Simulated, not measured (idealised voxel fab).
process module | voxel wiring stack
cross-section cut | 285 nm wide | cells 5 nm
A cross-section is a grid of square cells, given in bands from the top down. A band is one or more rows of cells.
Each band's line starts with the height of the band's top and of its bottom, in nm. Then come its materials from left to right, each with its width in nm. One material with "throughout" fills the band from edge to edge. "air" is empty space.
Height 0 is the level under which the wafer as received is all one material. The lowest band goes on downwards, as in "0 down".
A width such as "30 to 40" changes by the same amount from each row of cells to the next, from the band's top row to its bottom row.
"no change" after a step means that no cell of the cross-section changed.
closed voids: empty space of 8 cells or more with no open way to the top, each as width x height at its distance from the left edge, in nm
after a step's settings: what the simulator itself notes on the step
overlay nm, on a step with a mask: how far to the right of its planned place the mask lay; to the left if negative
plan
1 op RECEIVE | material Si
2 op CONFORMAL_DEP | material SiO2 | thk nm 15
3 op CONFORMAL_DEP | material SiCN | thk nm 5
4 op DIRECTIONAL_DEP | material lowk | thk nm 15
5 op DIRECTIONAL_DEP | material aC | thk nm 10
6 op PATTERN | tone open | mask id METAL_1 | material resist | width nm 20 | pitch nm 50 | thk nm 30 | overlay nm 0
7 op DIRECTIONAL_ETCH | etch materials aC | depth nm 10
8 op STRIP | etch materials resist
9 op DIRECTIONAL_ETCH | etch materials lowk | depth nm 15
10 op DIRECTIONAL_ETCH | etch materials SiCN | depth nm 5
11 op STRIP | etch materials aC
12 op CONFORMAL_DEP | material TiN | thk nm 5
13 op FILL_DEP | material Cu | thk nm 10
14 op CMP | height nm 35
15 op CONFORMAL_DEP | material SiCN | thk nm 5
16 op DIRECTIONAL_DEP | material lowk | thk nm 30
17 op PATTERN | tone open | mask id METAL_2_HOLES | material resist | width nm 15 | pitch nm 50 | thk nm 15 | overlay nm 0
18 op DIRECTIONAL_ETCH | etch materials lowk | depth nm 30
19 op STRIP | etch materials resist
20 op DIRECTIONAL_DEP | material aC | thk nm 15
21 op PATTERN | tone open | mask id METAL_2 | material resist | width nm 20 | pitch nm 50 | thk nm 35 | overlay nm 0
22 op DIRECTIONAL_ETCH | etch materials aC | depth nm 15
23 op STRIP | etch materials resist
24 op DIRECTIONAL_ETCH | etch materials lowk | depth nm 15
25 op DIRECTIONAL_ETCH | etch materials SiCN | depth nm 5
26 op STRIP | etch materials aC
27 op CONFORMAL_DEP | material TiN | thk nm 5
28 op FILL_DEP | material Cu | thk nm 5
29 op CMP | height nm 70
30 op CONFORMAL_DEP | material SiCN | thk nm 5
first wafer, as planned
as received, after step 1
  0 down: Si throughout
  closed voids: none
after step 2
  15 to 0: SiO2 throughout
  below 0: unchanged
after step 3
  20 to 15: SiCN throughout
  below 15: unchanged
after step 4
  35 to 20: lowk throughout
  below 20: unchanged
after step 5
  45 to 35: aC throughout
  below 35: unchanged
after step 6
  75 to 45: resist 80 | air 20 | resist 30 | air 20 | resist 30 | air 20 | resist 85
  below 45: unchanged
after step 7
  65 to 45: resist 80 | air 20 | resist 30 | air 20 | resist 30 | air 20 | resist 85
  45 to 35: aC 80 | air 20 | aC 30 | air 20 | aC 30 | air 20 | aC 85
  below 35: unchanged
after step 8
  45 to 35: aC 80 | air 20 | aC 30 | air 20 | aC 30 | air 20 | aC 85
  below 35: unchanged
after step 9
  45 to 35: aC 80 | air 20 | aC 30 | air 20 | aC 30 | air 20 | aC 85
  35 to 20: lowk 80 | air 20 | lowk 30 | air 20 | lowk 30 | air 20 | lowk 85
  below 20: unchanged
after step 10
  45 to 35: aC 80 | air 20 | aC 30 | air 20 | aC 30 | air 20 | aC 85
  35 to 20: lowk 80 | air 20 | lowk 30 | air 20 | lowk 30 | air 20 | lowk 85
  20 to 15: SiCN 80 | air 20 | SiCN 30 | air 20 | SiCN 30 | air 20 | SiCN 85
  below 15: unchanged
after step 11
  35 to 20: lowk 80 | air 20 | lowk 30 | air 20 | lowk 30 | air 20 | lowk 85
  below 20: unchanged
after step 12
  40 to 35: TiN 85 | air 10 | TiN 40 | air 10 | TiN 40 | air 10 | TiN 90
  35 to 20: lowk 80 | TiN 5 | air 10 | TiN 5 | lowk 30 | TiN 5 | air 10 | TiN 5 | lowk 30 | TiN 5 | air 10 | TiN 5 | lowk 85
  20 to 15: SiCN 80 | TiN 20 | SiCN 30 | TiN 20 | SiCN 30 | TiN 20 | SiCN 85
  below 15: unchanged
after step 13
  50 to 40: Cu throughout
  40 to 35: TiN 85 | Cu 10 | TiN 40 | Cu 10 | TiN 40 | Cu 10 | TiN 90
  35 to 20: lowk 80 | TiN 5 | Cu 10 | TiN 5 | lowk 30 | TiN 5 | Cu 10 | TiN 5 | lowk 30 | TiN 5 | Cu 10 | TiN 5 | lowk 85
  below 20: unchanged
after step 14
  35 to 20: lowk 80 | TiN 5 | Cu 10 | TiN 5 | lowk 30 | TiN 5 | Cu 10 | TiN 5 | lowk 30 | TiN 5 | Cu 10 | TiN 5 | lowk 85
  below 20: unchanged
after step 15
  40 to 35: SiCN throughout
  below 35: unchanged
after step 16
  70 to 40: lowk throughout
  below 40: unchanged
after step 17
  85 to 70: resist 80 | air 15 | resist 35 | air 15 | resist 35 | air 15 | resist 90
  below 70: unchanged
after step 18
  85 to 70: resist 80 | air 15 | resist 35 | air 15 | resist 35 | air 15 | resist 90
  70 to 40: lowk 80 | air 15 | lowk 35 | air 15 | lowk 35 | air 15 | lowk 90
  below 40: unchanged
after step 19
  70 to 40: lowk 80 | air 15 | lowk 35 | air 15 | lowk 35 | air 15 | lowk 90
  below 40: unchanged
after step 20
  85 to 70: aC 80 | air 15 | aC 35 | air 15 | aC 35 | air 15 | aC 90
  70 to 55: lowk 80 | air 15 | lowk 35 | air 15 | lowk 35 | air 15 | lowk 90
  55 to 40: lowk 80 | aC 15 | lowk 35 | aC 15 | lowk 35 | aC 15 | lowk 90
  below 40: unchanged
after step 21
  120 to 85: resist 80 | air 20 | resist 30 | air 20 | resist 30 | air 20 | resist 85
  below 85: unchanged
after step 22
  105 to 85: resist 80 | air 20 | resist 30 | air 20 | resist 30 | air 20 | resist 85
  85 to 70: aC 80 | air 20 | aC 30 | air 20 | aC 30 | air 20 | aC 85
  70 to 40: lowk 80 | air 15 | lowk 35 | air 15 | lowk 35 | air 15 | lowk 90
  below 40: unchanged
after step 23
  85 to 70: aC 80 | air 20 | aC 30 | air 20 | aC 30 | air 20 | aC 85
  below 70: unchanged
after step 24
  85 to 70: aC 80 | air 20 | aC 30 | air 20 | aC 30 | air 20 | aC 85
  70 to 55: lowk 80 | air 20 | lowk 30 | air 20 | lowk 30 | air 20 | lowk 85
  below 55: unchanged
after step 25
  85 to 70: aC 80 | air 20 | aC 30 | air 20 | aC 30 | air 20 | aC 85
  70 to 55: lowk 80 | air 20 | lowk 30 | air 20 | lowk 30 | air 20 | lowk 85
  55 to 40: lowk 80 | air 15 | lowk 35 | air 15 | lowk 35 | air 15 | lowk 90
  40 to 35: SiCN 80 | air 15 | SiCN 35 | air 15 | SiCN 35 | air 15 | SiCN 90
  below 35: unchanged
after step 26
  70 to 55: lowk 80 | air 20 | lowk 30 | air 20 | lowk 30 | air 20 | lowk 85
  below 55: unchanged
after step 27
  75 to 70: TiN 85 | air 10 | TiN 40 | air 10 | TiN 40 | air 10 | TiN 90
  70 to 60: lowk 80 | TiN 5 | air 10 | TiN 5 | lowk 30 | TiN 5 | air 10 | TiN 5 | lowk 30 | TiN 5 | air 10 | TiN 5 | lowk 85
  60 to 55: lowk 80 | TiN 5 | air 5 | TiN 10 | lowk 30 | TiN 5 | air 5 | TiN 10 | lowk 30 | TiN 5 | air 5 | TiN 10 | lowk 85
  55 to 40: lowk 80 | TiN 5 | air 5 | TiN 5 | lowk 35 | TiN 5 | air 5 | TiN 5 | lowk 35 | TiN 5 | air 5 | TiN 5 | lowk 90
  40 to 35: SiCN 80 | TiN 15 | SiCN 35 | TiN 15 | SiCN 35 | TiN 15 | SiCN 90
  below 35: unchanged
after step 28
  80 to 75: Cu throughout
  75 to 70: TiN 85 | Cu 10 | TiN 40 | Cu 10 | TiN 40 | Cu 10 | TiN 90
  70 to 60: lowk 80 | TiN 5 | Cu 10 | TiN 5 | lowk 30 | TiN 5 | Cu 10 | TiN 5 | lowk 30 | TiN 5 | Cu 10 | TiN 5 | lowk 85
  60 to 55: lowk 80 | TiN 5 | Cu 5 | TiN 10 | lowk 30 | TiN 5 | Cu 5 | TiN 10 | lowk 30 | TiN 5 | Cu 5 | TiN 10 | lowk 85
  55 to 40: lowk 80 | TiN 5 | Cu 5 | TiN 5 | lowk 35 | TiN 5 | Cu 5 | TiN 5 | lowk 35 | TiN 5 | Cu 5 | TiN 5 | lowk 90
  below 40: unchanged
after step 29
  70 to 60: lowk 80 | TiN 5 | Cu 10 | TiN 5 | lowk 30 | TiN 5 | Cu 10 | TiN 5 | lowk 30 | TiN 5 | Cu 10 | TiN 5 | lowk 85
  below 60: unchanged
after step 30
  75 to 70: SiCN throughout
  below 70: unchanged
second wafer: like start, like plan, one mistake. Through step 15 it matches the first wafer
when step 16 should have ended
  60 to 40: lowk throughout
  below 40: unchanged
when step 17 should have ended
  75 to 60: resist 80 | air 15 | resist 35 | air 15 | resist 35 | air 15 | resist 90
  below 60: unchanged
when step 18 should have ended
  75 to 60: resist 80 | air 15 | resist 35 | air 15 | resist 35 | air 15 | resist 90
  60 to 40: lowk 80 | air 15 | lowk 35 | air 15 | lowk 35 | air 15 | lowk 90
  below 40: unchanged
when step 19 should have ended
  60 to 40: lowk 80 | air 15 | lowk 35 | air 15 | lowk 35 | air 15 | lowk 90
  below 40: unchanged
when step 20 should have ended
  75 to 60: aC 80 | air 15 | aC 35 | air 15 | aC 35 | air 15 | aC 90
  60 to 55: lowk 80 | air 15 | lowk 35 | air 15 | lowk 35 | air 15 | lowk 90
  55 to 40: lowk 80 | aC 15 | lowk 35 | aC 15 | lowk 35 | aC 15 | lowk 90
  below 40: unchanged
when step 21 should have ended
  110 to 75: resist 80 | air 20 | resist 30 | air 20 | resist 30 | air 20 | resist 85
  below 75: unchanged
when step 22 should have ended
  95 to 75: resist 80 | air 20 | resist 30 | air 20 | resist 30 | air 20 | resist 85
  75 to 60: aC 80 | air 20 | aC 30 | air 20 | aC 30 | air 20 | aC 85
  60 to 40: lowk 80 | air 15 | lowk 35 | air 15 | lowk 35 | air 15 | lowk 90
  below 40: unchanged
when step 23 should have ended
  75 to 60: aC 80 | air 20 | aC 30 | air 20 | aC 30 | air 20 | aC 85
  below 60: unchanged
when step 24 should have ended
  75 to 60: aC 80 | air 20 | aC 30 | air 20 | aC 30 | air 20 | aC 85
  60 to 45: lowk 80 | air 20 | lowk 30 | air 20 | lowk 30 | air 20 | lowk 85
  below 45: unchanged
when step 25 should have ended
  75 to 60: aC 80 | air 20 | aC 30 | air 20 | aC 30 | air 20 | aC 85
  60 to 45: lowk 80 | air 20 | lowk 30 | air 20 | lowk 30 | air 20 | lowk 85
  45 to 40: lowk 80 | air 15 | lowk 35 | air 15 | lowk 35 | air 15 | lowk 90
  40 to 35: SiCN 80 | air 15 | SiCN 35 | air 15 | SiCN 35 | air 15 | SiCN 90
  below 35: unchanged
when step 26 should have ended
  60 to 45: lowk 80 | air 20 | lowk 30 | air 20 | lowk 30 | air 20 | lowk 85
  below 45: unchanged
when step 27 should have ended
  65 to 60: TiN 85 | air 10 | TiN 40 | air 10 | TiN 40 | air 10 | TiN 90
  60 to 50: lowk 80 | TiN 5 | air 10 | TiN 5 | lowk 30 | TiN 5 | air 10 | TiN 5 | lowk 30 | TiN 5 | air 10 | TiN 5 | lowk 85
  50 to 40: lowk 80 | TiN 5 | air 5 | TiN 10 to 5 | lowk 30 to 35 | TiN 5 | air 5 | TiN 10 to 5 | lowk 30 to 35 | TiN 5 | air 5 | TiN 10 to 5 | lowk 85 to 90
  40 to 35: SiCN 80 | TiN 15 | SiCN 35 | TiN 15 | SiCN 35 | TiN 15 | SiCN 90
  below 35: unchanged
when step 28 should have ended
  70 to 65: Cu throughout
  65 to 60: TiN 85 | Cu 10 | TiN 40 | Cu 10 | TiN 40 | Cu 10 | TiN 90
  60 to 50: lowk 80 | TiN 5 | Cu 10 | TiN 5 | lowk 30 | TiN 5 | Cu 10 | TiN 5 | lowk 30 | TiN 5 | Cu 10 | TiN 5 | lowk 85
  50 to 40: lowk 80 | TiN 5 | Cu 5 | TiN 10 to 5 | lowk 30 to 35 | TiN 5 | Cu 5 | TiN 10 to 5 | lowk 30 to 35 | TiN 5 | Cu 5 | TiN 10 to 5 | lowk 85 to 90
  below 40: unchanged
when step 29 should have ended: no change
when step 30 should have ended
  75 to 70: SiCN throughout
  below 70: unchanged
what went wrong: step 16 ran as: op DIRECTIONAL_DEP | material lowk | thk nm 20
at the end the second wafer has, in cells: 57 more of Cu | 39 more of TiN | 96 fewer of lowk
